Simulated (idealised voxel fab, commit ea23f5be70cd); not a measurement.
Process module under the name voxel air gaps
It is cross-section cut that appears here, measuring 270 nm in width, its square cells being 5 nm in size.
When this document writes out a cross-section, it uses a grid of square cells and lists it as bands, beginning at the top and moving down, with a band standing for one or more rows of cells.
Heights first: top, then bottom, in nm. Then materials, left to right, each with a width in nm. "throughout" on a single material: fills the band edge to edge. "blank": empty space.
The reference from which all heights are counted is 0, the level beneath which the as-received wafer is entirely one material; the lowest band, having no lower bound, proceeds downward and is written after the example "0 nm and below".
The width entry "30 to 40" should be interpreted row by row: the top row of cells in the band takes the first number, the bottom row takes the second number, and the change between adjacent rows is uniform throughout.
A step reported as "nothing got changed" is a step in which no cell of the cross-section changed.
Under "Listed closed voids" you'll find the enclosed gaps, the ones with no way out to the top, that are 8 cells or bigger; each reads width x height at distance, with distance counted from the left edge, everything in nm.
If you see something after the settings on a step's line, that's the simulator's own remark about that step.
overlay nm: mask offset rightward from planned place, masked step; negative means leftward offset.
## The steps planned for the process are as follows
- 1: RECEIVE with material Si
- 2: CONFORMAL_DEP with material SiO2, thk nm 10
- 3: CONFORMAL_DEP with material SiN, thk nm 5
- 4: DIRECTIONAL_DEP with material SiO2, thk nm 35
- 5: MASKED_ETCH with tone open, mask id LINES, width nm 15, pitch nm 45, etch materials SiO2, depth nm 35, overlay nm 0
- 6: CONFORMAL_DEP with material TiN, thk nm 5
- 7: FILL_DEP with material W, thk nm 5
- 8: CMP with height nm 50
- 9: EPI with material Ru, thk nm 10
- 10: SELECTIVE_ETCH with etch materials SiO2, depth nm 45
- 11: CONFORMAL_DEP with material SiCN, thk nm 5
All wafers enter the flow in the same state. The width nm at step 5 differs from wafer to wafer, and the plan gives the value for the first wafer.
## This is how the first of several wafers looked in cross-section when it arrived, which is after step 1
    0 nm and below = Si throughout
    Listed closed voids: none
## Cross-section of the first of several wafers once the module has run through its last step, step 11
    65 nm to 60 nm = 45 blank, 180 SiCN, 45 blank
    60 nm to 50 nm = 45 blank, 5 SiCN, 35 Ru, 10 SiCN, 35 Ru, 10 SiCN, 35 Ru, 10 SiCN, 35 Ru, 5 SiCN, 45 blank
    50 nm to 45 nm = 45 blank, 15 SiCN, 5 TiN, 5 W, 5 TiN, 30 SiCN, 5 TiN, 5 W, 5 TiN, 30 SiCN, 5 TiN, 5 W, 5 TiN, 30 SiCN, 5 TiN, 5 W, 5 TiN, 15 SiCN, 45 blank
    45 nm to 20 nm = 55 blank, 5 SiCN, 5 TiN, 5 W, 5 TiN, 5 SiCN, 20 blank, 5 SiCN, 5 TiN, 5 W, 5 TiN, 5 SiCN, 20 blank, 5 SiCN, 5 TiN, 5 W, 5 TiN, 5 SiCN, 20 blank, 5 SiCN, 5 TiN, 5 W, 5 TiN, 5 SiCN, 55 blank
    20 nm to 15 nm = 60 SiCN, 15 TiN, 30 SiCN, 15 TiN, 30 SiCN, 15 TiN, 30 SiCN, 15 TiN, 60 SiCN
    15 nm to 10 nm = SiN throughout
    10 nm to 0 nm = SiO2 throughout
    0 nm and below = Si throughout
    Listed closed voids: 20 x 25 at 80; 20 x 25 at 125; 20 x 25 at 170
## Wafer cross-section (last wafer, module end)
    65 nm to 60 nm = 35 blank, 195 SiCN, 40 blank
    60 nm to 50 nm = 35 blank, 5 SiCN, 185 Ru, 5 SiCN, 40 blank
    50 nm to 45 nm = 35 blank, 15 SiCN, 5 TiN, 20 W, 5 TiN, 15 SiO2, 5 TiN, 20 W, 5 TiN, 15 SiO2, 5 TiN, 20 W, 5 TiN, 15 SiO2, 5 TiN, 20 W, 5 TiN, 15 SiCN, 40 blank
    45 nm to 20 nm = 45 blank, 5 SiCN, 5 TiN, 20 W, 5 TiN, 15 SiO2, 5 TiN, 20 W, 5 TiN, 15 SiO2, 5 TiN, 20 W, 5 TiN, 15 SiO2, 5 TiN, 20 W, 5 TiN, 5 SiCN, 50 blank
    20 nm to 15 nm = 50 SiCN, 30 TiN, 15 SiO2, 30 TiN, 15 SiO2, 30 TiN, 15 SiO2, 30 TiN, 55 SiCN
    15 nm to 10 nm = SiN throughout
    10 nm to 0 nm = SiO2 throughout
    0 nm and below = Si throughout
    Listed closed voids: none
## Row per wafer, end-of-module: cell gain (+)/loss (-) by material since the wafer came in, then closed voids
width nm 15, +56 Ru, +158 SiCN, +54 SiN, +108 SiO2, +60 TiN, +24 W, Listed closed voids: 20 x 25 at 80; 20 x 25 at 125; 20 x 25 at 170
width nm 20, +64 Ru, +146 SiCN, +54 SiN, +108 SiO2, +64 TiN, +48 W, Listed closed voids: 15 x 25 at 80; 15 x 25 at 125; 15 x 25 at 170
width nm 25, +72 Ru, +80 SiCN, +54 SiN, +192 SiO2, +68 TiN, +72 W, Listed closed voids: none
width nm 30, +74 Ru, +80 SiCN, +54 SiN, +171 SiO2, +72 TiN, +96 W, Listed closed voids: none
